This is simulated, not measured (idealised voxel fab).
process module | voxel spacer lines
cross-section cut | 265 nm wide | cells 5 nm
A cross-section is a grid of square cells, given in bands from the top down. A band is one or more rows of cells.
Each band's line starts with the height of the band's top and of its bottom, in nm. Then come its materials from left to right, each with its width in nm. One material with "throughout" fills the band from edge to edge. "air" is empty space.
Height 0 is the level under which the wafer as received is all one material. The lowest band goes on downwards, as in "0 down".
A width such as "30 to 40" changes by the same amount from each row of cells to the next, from the band's top row to its bottom row.
"no change" after a step means that no cell of the cross-section changed.
closed voids: empty space of 8 cells or more with no open way to the top, each as width x height at its distance from the left edge, in nm
after a step's settings: what the simulator itself notes on the step
overlay nm, on a step with a mask: how far to the right of its planned place the mask lay; to the left if negative
plan
1 op RECEIVE | material Si
2 op CONFORMAL_DEP | material Al2O3 | thk nm 5
3 op DIRECTIONAL_DEP | material W | thk nm 20
4 op DIRECTIONAL_DEP | material polySi | thk nm 25
5 op PATTERN | tone cover | mask id MANDREL | material resist | width nm 25 | pitch nm 80 | thk nm 30 | overlay nm 0
6 op DIRECTIONAL_ETCH | etch materials polySi | depth nm 25
7 op STRIP | etch materials resist
8 op CONFORMAL_DEP | material SiN | thk nm 15
9 op DIRECTIONAL_ETCH | etch materials SiN | depth nm 15
10 op STRIP | etch materials polySi
11 op DIRECTIONAL_ETCH | etch materials W | depth nm 20
12 op STRIP | etch materials SiN
13 op FILL_DEP | material SiO2 | thk nm 5
14 op CMP | height nm 25
first wafer, as planned
as received, after step 1
  0 down: Si throughout
  closed voids: none
after step 2
  5 to 0: Al2O3 throughout
  below 0: unchanged
after step 3
  25 to 5: W throughout
  below 5: unchanged
after step 4
  50 to 25: polySi throughout
  below 25: unchanged
after step 5
  80 to 50: air 40 | resist 25 | air 55 | resist 25 | air 55 | resist 25 | air 40
  below 50: unchanged
after step 6
  80 to 50: air 40 | resist 25 | air 55 | resist 25 | air 55 | resist 25 | air 40
  50 to 25: air 40 | polySi 25 | air 55 | polySi 25 | air 55 | polySi 25 | air 40
  below 25: unchanged
after step 7
  50 to 25: air 40 | polySi 25 | air 55 | polySi 25 | air 55 | polySi 25 | air 40
  below 25: unchanged
after step 8
  65 to 50: air 25 | SiN 55 | air 25 | SiN 55 | air 25 | SiN 55 | air 25
  50 to 40: air 25 | SiN 15 | polySi 25 | SiN 15 | air 25 | SiN 15 | polySi 25 | SiN 15 | air 25 | SiN 15 | polySi 25 | SiN 15 | air 25
  40 to 25: SiN 40 | polySi 25 | SiN 55 | polySi 25 | SiN 55 | polySi 25 | SiN 40
  below 25: unchanged
after step 9
  50 to 25: air 25 | SiN 15 | polySi 25 | SiN 15 | air 25 | SiN 15 | polySi 25 | SiN 15 | air 25 | SiN 15 | polySi 25 | SiN 15 | air 25
  below 25: unchanged
after step 10
  50 to 25: air 25 | SiN 15 | air 25 | SiN 15 | air 25 | SiN 15 | air 25 | SiN 15 | air 25 | SiN 15 | air 25 | SiN 15 | air 25
  below 25: unchanged
after step 11
  50 to 25: air 25 | SiN 15 | air 25 | SiN 15 | air 25 | SiN 15 | air 25 | SiN 15 | air 25 | SiN 15 | air 25 | SiN 15 | air 25
  25 to 5: air 25 | W 15 | air 25 | W 15 | air 25 | W 15 | air 25 | W 15 | air 25 | W 15 | air 25 | W 15 | air 25
  below 5: unchanged
after step 12
  25 to 5: air 25 | W 15 | air 25 | W 15 | air 25 | W 15 | air 25 | W 15 | air 25 | W 15 | air 25 | W 15 | air 25
  below 5: unchanged
after step 13
  30 to 25: SiO2 throughout
  25 to 5: SiO2 25 | W 15 | SiO2 25 | W 15 | SiO2 25 | W 15 | SiO2 25 | W 15 | SiO2 25 | W 15 | SiO2 25 | W 15 | SiO2 25
  below 5: unchanged
after step 14
  25 to 5: SiO2 25 | W 15 | SiO2 25 | W 15 | SiO2 25 | W 15 | SiO2 25 | W 15 | SiO2 25 | W 15 | SiO2 25 | W 15 | SiO2 25
  below 5: unchanged
second wafer: like start, like plan, one mistake. Through step 4 it matches the first wafer
when step 5 should have ended
  80 to 50: air 35 | resist 25 | air 55 | resist 25 | air 55 | resist 25 | air 45
  below 50: unchanged
when step 6 should have ended
  80 to 50: air 35 | resist 25 | air 55 | resist 25 | air 55 | resist 25 | air 45
  50 to 25: air 35 | polySi 25 | air 55 | polySi 25 | air 55 | polySi 25 | air 45
  below 25: unchanged
when step 7 should have ended
  50 to 25: air 35 | polySi 25 | air 55 | polySi 25 | air 55 | polySi 25 | air 45
  below 25: unchanged
when step 8 should have ended
  65 to 50: air 20 | SiN 55 | air 25 | SiN 55 | air 25 | SiN 55 | air 30
  50 to 40: air 20 | SiN 15 | polySi 25 | SiN 15 | air 25 | SiN 15 | polySi 25 | SiN 15 | air 25 | SiN 15 | polySi 25 | SiN 15 | air 30
  40 to 25: SiN 35 | polySi 25 | SiN 55 | polySi 25 | SiN 55 | polySi 25 | SiN 45
  below 25: unchanged
when step 9 should have ended
  50 to 25: air 20 | SiN 15 | polySi 25 | SiN 15 | air 25 | SiN 15 | polySi 25 | SiN 15 | air 25 | SiN 15 | polySi 25 | SiN 15 | air 30
  below 25: unchanged
when step 10 should have ended
  50 to 25: air 20 | SiN 15 | air 25 | SiN 15 | air 25 | SiN 15 | air 25 | SiN 15 | air 25 | SiN 15 | air 25 | SiN 15 | air 30
  below 25: unchanged
when step 11 should have ended
  50 to 25: air 20 | SiN 15 | air 25 | SiN 15 | air 25 | SiN 15 | air 25 | SiN 15 | air 25 | SiN 15 | air 25 | SiN 15 | air 30
  25 to 5: air 20 | W 15 | air 25 | W 15 | air 25 | W 15 | air 25 | W 15 | air 25 | W 15 | air 25 | W 15 | air 30
  below 5: unchanged
when step 12 should have ended
  25 to 5: air 20 | W 15 | air 25 | W 15 | air 25 | W 15 | air 25 | W 15 | air 25 | W 15 | air 25 | W 15 | air 30
  below 5: unchanged
when step 13 should have ended
  30 to 25: SiO2 throughout
  25 to 5: SiO2 20 | W 15 | SiO2 25 | W 15 | SiO2 25 | W 15 | SiO2 25 | W 15 | SiO2 25 | W 15 | SiO2 25 | W 15 | SiO2 30
  below 5: unchanged
when step 14 should have ended
  25 to 5: SiO2 20 | W 15 | SiO2 25 | W 15 | SiO2 25 | W 15 | SiO2 25 | W 15 | SiO2 25 | W 15 | SiO2 25 | W 15 | SiO2 30
  below 5: unchanged
what went wrong: step 5 ran as: op PATTERN | tone cover | mask id MANDREL | material resist | width nm 25 | pitch nm 80 | thk nm 30 | overlay nm -5
at the end the second wafer has, in cells: as many of each material as the first, in other places
